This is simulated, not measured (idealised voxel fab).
The following process module bears the name voxel self aligned vias.
This is section cut - it's 285 nm across, gridded in 5 nm square cells.
This document writes a cross-section as a grid whose cells are square, and gives it as bands, listed from the top down; one or more rows of cells form a band. Read a band's entry like this: the first values are the height of its top and the height of its bottom in nm, and what follows is the sequence of materials from left to right, each with its width in nm. Note that "empty" is empty space, and that a single material marked "edge to edge" reaches across the band from edge to edge. Heights are expressed relative to 0, this being the level below which the as-received wafer comprises one material exclusively. The lowest band is unbounded in the downward direction and is denoted as in "0 down". The expression "30..40" gives the width at the extremes of the band, the first number at its top row of cells and the second at its bottom row, with the width changing by equal amounts from each row to the next in between. Step note "left unchanged" = no cross-section cell changed. Any empty space of 8 cells or more lacking an open way to the top shows up in "Completely enclosed voids" as width x height at distance, distance from the left edge, in nm. Post-settings text on a step line: simulator's own remark regarding the step. overlay nm: for a step with a mask, the amount by which the mask lay right of where it was planned; a negative amount means left of it.
**This section lists the process steps that were planned**
1,RECEIVE, material Si
2,CONFORMAL_DEP, material SiO2, thk nm 15
3,CONFORMAL_DEP, material SiCN, thk nm 5
4,DIRECTIONAL_DEP, material SiO2, thk nm 20
5,DIRECTIONAL_DEP, material aC, thk nm 15
6,PATTERN, tone open, mask id LINES, material resist, width nm 20, pitch nm 55, thk nm 30, overlay nm 0
7,DIRECTIONAL_ETCH, etch materials aC, depth nm 15
8,STRIP, etch materials resist
9,DIRECTIONAL_ETCH, etch materials SiO2, depth nm 20
10,STRIP, etch materials aC
11,CONFORMAL_DEP, material TiN, thk nm 5
12,FILL_DEP, material Ru, thk nm 5
13,CMP, height nm 40
14,SELECTIVE_ETCH, etch materials W Ru TiN, depth nm 10
15,FILL_DEP, material SiN, thk nm 10
16,CMP, height nm 40
17,DIRECTIONAL_DEP, material SiO2, thk nm 20
18,PATTERN, tone open, mask id VIAS, material resist, width nm 30, thk nm 15, overlay nm -15
19,DIRECTIONAL_ETCH, etch materials SiO2, depth nm 20
20,DIRECTIONAL_ETCH, etch materials SiN, depth nm 10
21,STRIP, etch materials resist
22,CONFORMAL_DEP, material TiN, thk nm 5
23,FILL_DEP, material Cu, thk nm 5
24,CMP, height nm 60
25,CONFORMAL_DEP, material SiCN, thk nm 5
Variable across wafers: step 18 overlay nm (plan value is that of the first wafer; starting state common to all).
**Cross-section: the first of several wafers in its as-received state, i.e. following step 1**
> 0 down = Si edge to edge
> Completely enclosed voids: none
**Wafer rows, end of module: cells per material gained (+) or lost (-) since receipt; closed voids last**
overlay nm -15, +12 Cu, +4 Ru, +114 SiCN, +12 SiN, +571 SiO2, +28 TiN, Completely enclosed voids: none
overlay nm -10, +14 Cu, +4 Ru, +114 SiCN, +10 SiN, +571 SiO2, +28 TiN, Completely enclosed voids: none
overlay nm -5, +16 Cu, +4 Ru, +114 SiCN, +8 SiN, +571 SiO2, +28 TiN, Completely enclosed voids: none
overlay nm 0, +16 Cu, +4 Ru, +114 SiCN, +8 SiN, +571 SiO2, +28 TiN, Completely enclosed voids: none
overlay nm 5, +16 Cu, +4 Ru, +114 SiCN, +8 SiN, +571 SiO2, +28 TiN, Completely enclosed voids: none
overlay nm 10, +14 Cu, +4 Ru, +114 SiCN, +10 SiN, +571 SiO2, +28 TiN, Completely enclosed voids: none
overlay nm 15, +12 Cu, +4 Ru, +114 SiCN, +12 SiN, +571 SiO2, +28 TiN, Completely enclosed voids: none
